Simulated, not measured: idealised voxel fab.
A process module follows: voxel wiring stack.
Shown is cross-section cut, with a width of 185 nm and square cells of size 5 nm.
Bands, listed from the top down, are how a cross-section gets written in this document; the cross-section itself is a grid of square cells, and a band is one or more rows of them.
Band entry format. Leading values: height of top, height of bottom, nm. Remainder: materials in left-to-right order, each with its width in nm. Special words: "everywhere" on a single material, which then fills the band edge to edge; "air", empty space.
Heights are reckoned from 0. Under this level, the received wafer is all of one material. The bottommost band is open-ended downward, for example "0 nm and below".
Graded width ("30..40"): value in top row of band = first number; value in bottom row = second number; row-to-row change constant.
Where a step carries "no change occurred", the cross-section came out of it unchanged, cell for cell.
Closed empty spaces (no open way to the top) of 8 cells or more are what "Unvented internal voids" lists, each as width x height at distance from the left edge, nm for all three.
Text after the settings on a step's line: the simulator's own remark on that step.
"overlay nm" answers the question of how far to the right of plan the mask lay on a step that has a mask, and when it is negative the answer is to the left.
Steps in the process plan:
| 1 | RECEIVE, material Si |
| 2 | CONFORMAL_DEP, material SiO2, thk nm 15 |
| 3 | CONFORMAL_DEP, material SiCN, thk nm 5 |
| 4 | DIRECTIONAL_DEP, material SiO2, thk nm 20 |
| 5 | MASKED_ETCH, tone open, mask id METAL_1, width nm 30, pitch nm 60, etch materials SiO2, depth nm 20, overlay nm 0 |
| 6 | MASKED_ETCH, tone open, mask id METAL_1, width nm 30, pitch nm 60, etch materials SiCN, depth nm 5, overlay nm 0 |
| 7 | CONFORMAL_DEP, material TiN, thk nm 5 |
| 8 | FILL_DEP, material Ru, thk nm 10 |
| 9 | CMP, height nm 40 |
| 10 | CONFORMAL_DEP, material SiCN, thk nm 5 |
| 11 | DIRECTIONAL_DEP, material SiO2, thk nm 25 |
| 12 | PATTERN, tone open, mask id METAL_2, material resist, width nm 30, pitch nm 60, thk nm 15, overlay nm 0 |
| 13 | DIRECTIONAL_ETCH, etch materials SiO2, depth nm 15 |
| 14 | STRIP, etch materials resist |
| 15 | MASKED_ETCH, tone open, mask id METAL_2_HOLES, width nm 15, pitch nm 60, etch materials SiO2, depth nm 10, overlay nm 0 |
| 16 | MASKED_ETCH, tone open, mask id METAL_2_HOLES, width nm 15, pitch nm 60, etch materials SiCN, depth nm 5, overlay nm 0 |
| 17 | CONFORMAL_DEP, material TiN, thk nm 5 |
| 18 | FILL_DEP, material Cu, thk nm 10 |
| 19 | CMP, height nm 70 |
| 20 | CONFORMAL_DEP, material SiCN, thk nm 5 |
| 21 | DIRECTIONAL_DEP, material SiO2, thk nm 35 |
| 22 | MASKED_ETCH, tone open, mask id METAL_3_HOLES, width nm 15, pitch nm 120, etch materials SiO2, depth nm 35, overlay nm 0 |
| 23 | MASKED_ETCH, tone open, mask id METAL_3, width nm 30, pitch nm 60, etch materials SiO2, depth nm 20, overlay nm 0 |
| 24 | MASKED_ETCH, tone open, mask id METAL_3, width nm 30, pitch nm 60, etch materials SiCN, depth nm 5, overlay nm 0 |
| 25 | CONFORMAL_DEP, material TiN, thk nm 5 |
| 26 | FILL_DEP, material Ru, thk nm 5 |
| 27 | CMP, height nm 110 |
| 28 | CONFORMAL_DEP, material SiCN, thk nm 5 |
As received (post step 1): cross-section:
- 0 nm and below = Si everywhere
- Unvented internal voids: none
Wafer cross-section at module end: first of two, run to plan:
- 115 nm to 110 nm = SiCN everywhere
- 110 nm to 95 nm = 15 nm SiO2, 5 nm TiN, 20 nm Ru, 5 nm TiN, 30 nm SiO2, 5 nm TiN, 20 nm Ru, 5 nm TiN, 30 nm SiO2, 5 nm TiN, 20 nm Ru, 5 nm TiN, 20 nm SiO2
- 95 nm to 90 nm = 15 nm SiO2, 5 nm TiN, 5 nm Ru, 20 nm TiN, 30 nm SiO2, 30 nm TiN, 30 nm SiO2, 5 nm TiN, 5 nm Ru, 20 nm TiN, 20 nm SiO2
- 90 nm to 75 nm = 15 nm SiO2, 5 nm TiN, 5 nm Ru, 5 nm TiN, 105 nm SiO2, 5 nm TiN, 5 nm Ru, 5 nm TiN, 35 nm SiO2
- 75 nm to 70 nm = 15 nm SiCN, 15 nm TiN, 105 nm SiCN, 15 nm TiN, 35 nm SiCN
- 70 nm to 60 nm = 15 nm SiO2, 5 nm TiN, 20 nm Cu, 5 nm TiN, 30 nm SiO2, 5 nm TiN, 20 nm Cu, 5 nm TiN, 30 nm SiO2, 5 nm TiN, 20 nm Cu, 5 nm TiN, 20 nm SiO2
- 60 nm to 55 nm = 15 nm SiO2, 5 nm TiN, 5 nm Cu, 20 nm TiN, 30 nm SiO2, 5 nm TiN, 5 nm Cu, 20 nm TiN, 30 nm SiO2, 5 nm TiN, 5 nm Cu, 20 nm TiN, 20 nm SiO2
- 55 nm to 45 nm = 15 nm SiO2, 5 nm TiN, 5 nm Cu, 5 nm TiN, 45 nm SiO2, 5 nm TiN, 5 nm Cu, 5 nm TiN, 45 nm SiO2, 5 nm TiN, 5 nm Cu, 5 nm TiN, 35 nm SiO2
- 45 nm to 40 nm = 15 nm SiCN, 15 nm TiN, 45 nm SiCN, 15 nm TiN, 45 nm SiCN, 15 nm TiN, 35 nm SiCN
- 40 nm to 20 nm = 15 nm SiO2, 5 nm TiN, 20 nm Ru, 5 nm TiN, 30 nm SiO2, 5 nm TiN, 20 nm Ru, 5 nm TiN, 30 nm SiO2, 5 nm TiN, 20 nm Ru, 5 nm TiN, 20 nm SiO2
- 20 nm to 15 nm = 15 nm SiCN, 30 nm TiN, 30 nm SiCN, 30 nm TiN, 30 nm SiCN, 30 nm TiN, 20 nm SiCN
- 15 nm to 0 nm = SiO2 everywhere
- 0 nm and below = Si everywhere
- Unvented internal voids: none
Second wafer at the end: like start, like plan, one mistake:
- 115 nm to 110 nm = SiCN everywhere
- 110 nm to 95 nm = 15 nm SiO2, 5 nm TiN, 20 nm Ru, 5 nm TiN, 30 nm SiO2, 5 nm TiN, 20 nm Ru, 5 nm TiN, 30 nm SiO2, 5 nm TiN, 20 nm Ru, 5 nm TiN, 20 nm SiO2
- 95 nm to 90 nm = 15 nm SiO2, 5 nm TiN, 5 nm Ru, 20 nm TiN, 30 nm SiO2, 30 nm TiN, 30 nm SiO2, 5 nm TiN, 5 nm Ru, 20 nm TiN, 20 nm SiO2
- 90 nm to 75 nm = 15 nm SiO2, 5 nm TiN, 5 nm Ru, 5 nm TiN, 105 nm SiO2, 5 nm TiN, 5 nm Ru, 5 nm TiN, 35 nm SiO2
- 75 nm to 70 nm = 15 nm SiCN, 15 nm TiN, 105 nm SiCN, 15 nm TiN, 35 nm SiCN
- 70 nm to 60 nm = 15 nm SiO2, 5 nm TiN, 5 nm Cu, 5 nm TiN, 45 nm SiO2, 5 nm TiN, 5 nm Cu, 5 nm TiN, 45 nm SiO2, 5 nm TiN, 5 nm Cu, 5 nm TiN, 35 nm SiO2
- 60 nm to 55 nm = 15 nm SiCN, 15 nm TiN, 45 nm SiCN, 15 nm TiN, 45 nm SiCN, 15 nm TiN, 35 nm SiCN
- 55 nm to 45 nm = Ru everywhere
- 45 nm to 40 nm = 20 nm TiN, 20 nm Ru, 40 nm TiN, 20 nm Ru, 40 nm TiN, 20 nm Ru, 25 nm TiN
- 40 nm to 20 nm = 15 nm SiO2, 5 nm TiN, 20 nm Ru, 5 nm TiN, 30 nm SiO2, 5 nm TiN, 20 nm Ru, 5 nm TiN, 30 nm SiO2, 5 nm TiN, 20 nm Ru, 5 nm TiN, 20 nm SiO2
- 20 nm to 15 nm = 15 nm SiCN, 30 nm TiN, 30 nm SiCN, 30 nm TiN, 30 nm SiCN, 30 nm TiN, 20 nm SiCN
- 15 nm to 0 nm = SiO2 everywhere
- 0 nm and below = Si everywhere
- Unvented internal voids: none
Nonconformance to the process plan: it should be noted that step 9 of the plan was omitted and was not performed
Final difference in cells, second wafer against first, listed per material as more or fewer: 27 fewer of Cu | 86 more of Ru | 57 fewer of SiO2 | 2 fewer of TiN
